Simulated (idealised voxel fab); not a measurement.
The document below concerns the process module designated voxel lift off.
Cross-section cut spans 300 nm and uses square cells 5 nm in size.
Cross-section spec: square-cell grid; bands listed top down; each band is one or more rows.
Band entry format. Leading values: height of top, height of bottom, nm. Remainder: materials in left-to-right order, each with its width in nm. Special words: "everywhere" on a single material, which then fills the band edge to edge; "blank", empty space.
Convention: height 0 is the level below which the wafer, as received, is all one material. The lowest band does not terminate at the bottom but continues downward, represented as "0 nm and below".
The expression "30..40" gives the width at the extremes of the band, the first number at its top row of cells and the second at its bottom row, with the width changing by equal amounts from each row to the next in between.
No cell of the cross-section changed in a step that is given as "nothing changed".
What "Enclosed void inventory" gives you is every empty space of 8 cells or more that is cut off from the top. Each appears as width x height at distance, with the distance taken from the left edge and width, height and distance all in nm.
after a step's settings: what the simulator itself notes on the step
overlay nm, on a step with a mask: how far to the right of its planned place the mask lay; to the left if negative

The following list gives the planned process steps:
step 1: RECEIVE (material Si)
step 2: CONFORMAL_DEP (material SiN; thk nm 5)
step 3: PATTERN (tone open; mask id LINES; material resist; width nm 25; pitch nm 50; thk nm 20; overlay nm 0)
step 4: DIRECTIONAL_DEP (material Ru; thk nm 10)
step 5: STRIP (etch materials resist)
step 6: CONFORMAL_DEP (material SiN; thk nm 5)

Concerning the first of two wafers, which was run in accordance with the plan:

Delivered wafer in cross-section: state after step 1:
    0 nm and below  Si everywhere
    Enclosed void inventory: none

Wafer section view after processing step 2:
    5 nm to 0 nm  SiN everywhere
    Heights below 0 show no change.

Wafer section view after processing step 3:
    25 nm to 5 nm  resist=85  blank=25  resist=25  blank=25  resist=25  blank=25  resist=90
    Heights below 5 show no change.

Wafer section view after processing step 4:
    35 nm to 25 nm  Ru=85  blank=25  Ru=25  blank=25  Ru=25  blank=25  Ru=90
    25 nm to 15 nm  resist=85  blank=25  resist=25  blank=25  resist=25  blank=25  resist=90
    15 nm to 5 nm  resist=85  Ru=25  resist=25  Ru=25  resist=25  Ru=25  resist=90
    Heights below 5 show no change.

Wafer section view after processing step 5:
    15 nm to 5 nm  blank=85  Ru=25  blank=25  Ru=25  blank=25  Ru=25  blank=90
    Heights below 5 show no change.

Wafer section view after processing step 6:
    20 nm to 15 nm  blank=80  SiN=35  blank=15  SiN=35  blank=15  SiN=35  blank=85
    15 nm to 10 nm  blank=80  SiN=5  Ru=25  SiN=5  blank=15  SiN=5  Ru=25  SiN=5  blank=15  SiN=5  Ru=25  SiN=5  blank=85
    10 nm to 5 nm  SiN=85  Ru=25  SiN=25  Ru=25  SiN=25  Ru=25  SiN=90
    Heights below 5 show no change.

Wafer two. Same start, same plan, one slip in execution. Same as wafer one through step 1, inclusive:

The second wafer in cross-section, at the planned close of step 2:
    15 nm to 0 nm  SiN everywhere
    Heights below 0 show no change.

The second wafer in cross-section, at the planned close of step 3:
    35 nm to 15 nm  resist=85  blank=25  resist=25  blank=25  resist=25  blank=25  resist=90
    Heights below 15 show no change.

The second wafer in cross-section, at the planned close of step 4:
    45 nm to 35 nm  Ru=85  blank=25  Ru=25  blank=25  Ru=25  blank=25  Ru=90
    35 nm to 25 nm  resist=85  blank=25  resist=25  blank=25  resist=25  blank=25  resist=90
    25 nm to 15 nm  resist=85  Ru=25  resist=25  Ru=25  resist=25  Ru=25  resist=90
    Heights below 15 show no change.

The second wafer in cross-section, at the planned close of step 5:
    25 nm to 15 nm  blank=85  Ru=25  blank=25  Ru=25  blank=25  Ru=25  blank=90
    Heights below 15 show no change.

The second wafer in cross-section, at the planned close of step 6:
    30 nm to 25 nm  blank=80  SiN=35  blank=15  SiN=35  blank=15  SiN=35  blank=85
    25 nm to 20 nm  blank=80  SiN=5  Ru=25  SiN=5  blank=15  SiN=5  Ru=25  SiN=5  blank=15  SiN=5  Ru=25  SiN=5  blank=85
    20 nm to 15 nm  SiN=85  Ru=25  SiN=25  Ru=25  SiN=25  Ru=25  SiN=90
    Heights below 15 show no change.
What went wrong in running the wafer? so step 2 ended up running with a different setting than we planned, it ran as CONFORMAL_DEP (material SiN; thk nm 15)
Cell-count delta at end, second wafer over first, by material: 120 more of SiN
